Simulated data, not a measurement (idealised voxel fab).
process module | voxel gate over fins
cross-section cut | 260 nm wide | cells 5 nm
A cross-section is a grid of square cells, given in bands from the top down. A band is one or more rows of cells.
Each band's line starts with the height of the band's top and of its bottom, in nm. Then come its materials from left to right, each with its width in nm. One material with "throughout" fills the band from edge to edge. "air" is empty space.
Height 0 is the level under which the wafer as received is all one material. The lowest band goes on downwards, as in "0 down".
A width such as "30 to 40" changes by the same amount from each row of cells to the next, from the band's top row to its bottom row.
"no change" after a step means that no cell of the cross-section changed.
closed voids: empty space of 8 cells or more with no open way to the top, each as width x height at its distance from the left edge, in nm
after a step's settings: what the simulator itself notes on the step
overlay nm, on a step with a mask: how far to the right of its planned place the mask lay; to the left if negative
Each pair below shows a cross-section before one step and the cross-section after it, down to the lowest band that changed. The line under each pair gives the step between them, with its settings. The pairs can come from different runs of this module on the same starting wafer, so a pair continues from the pair above only where its "before" says so.
before
  15 to 10: TiAl throughout
  10 to 5: TiN 110 | TiAl 5 | TiN 30 | TiAl 5 | TiN 110
  5 to 0: HfO2 105 | TiN 15 | HfO2 20 | TiN 15 | HfO2 105
  0 to -5: Si 100 | HfO2 25 | Si 10 | HfO2 25 | Si 100
  -5 down: Si throughout
  closed voids: none
after
  20 to 15: TiN throughout
  below 15: unchanged
  closed voids: none
the step between: op CONFORMAL_DEP | material TiN | thk nm 5
before: the cross-section after the pair above
after
  35 to 20: W throughout
  below 20: unchanged
  closed voids: none
the step between: op FILL_DEP | material W | thk nm 15
before: the cross-section after the pair above
after
  30 to 20: W throughout
  below 20: unchanged
  closed voids: none
the step between: op CMP | height nm 30
before: the cross-section after the pair above
after
  40 to 30: SiN throughout
  below 30: unchanged
  closed voids: none
the step between: op CONFORMAL_DEP | material SiN | thk nm 10
